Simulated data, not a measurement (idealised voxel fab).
The name of this process module is voxel self aligned contacts.
This is section cut - it's 265 nm across, gridded in 5 nm square cells.
How to read a cross-section here: the picture is a grid of square cells, written as bands going from the top down, and any band can span one or more rows of cells. This entry defines a band. It first specifies the height of the band's top and the height of its bottom in nm, and then specifies the band's materials from left to right, stating each material with its width in nm. The word "all across" identifies a single material that fills the band from edge to edge, while the word "air" identifies empty space. Heights are reckoned from 0. Under this level, the received wafer is all of one material. The bottommost band is open-ended downward, for example "0 down". The notation "30 to 40" denotes a width that varies across the rows of cells in the band, beginning at the first number in the top row, finishing at the second number in the bottom row, and changing by an identical amount from each row to the next. "same as before" after a step means that no cell of the cross-section changed. If an empty space has no open way to the top and is at least 8 cells in size, "Encapsulated voids" lists it, written width x height at distance, where distance is measured from the left edge and every value is in nm. What comes after the settings on a step's line is commentary from the simulator itself on that step. overlay nm: on a step with a mask, how far right of its planned place the mask lay; negative means left.

plan
1. RECEIVE, material Si
2. OXIDIZE, depth nm 5
3. DIRECTIONAL_DEP, material polySi, thk nm 30
4. DIRECTIONAL_DEP, material SiN, thk nm 15
5. PATTERN, tone cover, mask id GATE, material resist, width nm 25, pitch nm 60, thk nm 20, overlay nm 0
6. DIRECTIONAL_ETCH, etch materials SiN, depth nm 15
7. DIRECTIONAL_ETCH, etch materials polySi, depth nm 30
8. STRIP, etch materials resist
9. CONFORMAL_DEP, material SiN, thk nm 5
10. DIRECTIONAL_ETCH, etch materials SiN, depth nm 5
11. FILL_DEP, material SiO2, thk nm 15
12. CMP, height nm 55
13. MASKED_ETCH, tone open, mask id CONTACT, width nm 45, pitch nm 60, etch materials SiO2, depth nm 60, overlay nm 0
14. CONFORMAL_DEP, material TiN, thk nm 5
15. FILL_DEP, material Ru, thk nm 5
16. CMP, height nm 55
17. CONFORMAL_DEP, material SiCN, thk nm 5

Cross-sectional view of the wafer in its as-received condition, corresponding to the state after step 1
- 0 down: Si all across
- Encapsulated voids: none

Module complete, cross-section. Starting point and plan per above. One mistake made in running the module
- 60 to 55: SiCN all across
- 55 to 45: 80 of SiO2; 5 to 20 of TiN; 35 to 5 of Ru; 5 to 20 of TiN; 15 of SiO2; 5 to 20 of TiN; 35 to 5 of Ru; 5 to 20 of TiN; 80 of SiO2
- 45 to 30: 50 of SiO2; 45 of SiN; 5 of TiN; 5 of Ru; 5 of TiN; 45 of SiN; 5 of TiN; 5 of Ru; 5 of TiN; 45 of SiN; 50 of SiO2
- 30 to 0: 50 of SiO2; 5 of SiN; 35 of polySi; 5 of SiN; 5 of TiN; 5 of Ru; 5 of TiN; 5 of SiN; 35 of polySi; 5 of SiN; 5 of TiN; 5 of Ru; 5 of TiN; 5 of SiN; 35 of polySi; 5 of SiN; 50 of SiO2
- 0 to -5: 95 of SiO2; 15 of TiN; 45 of SiO2; 15 of TiN; 95 of SiO2
- -5 down: Si all across
- Encapsulated voids: none
Processing error: step 5, actual vs plan mismatch, actual run PATTERN, tone cover, mask id GATE, material resist, width nm 35, pitch nm 60, thk nm 20, overlay nm 0
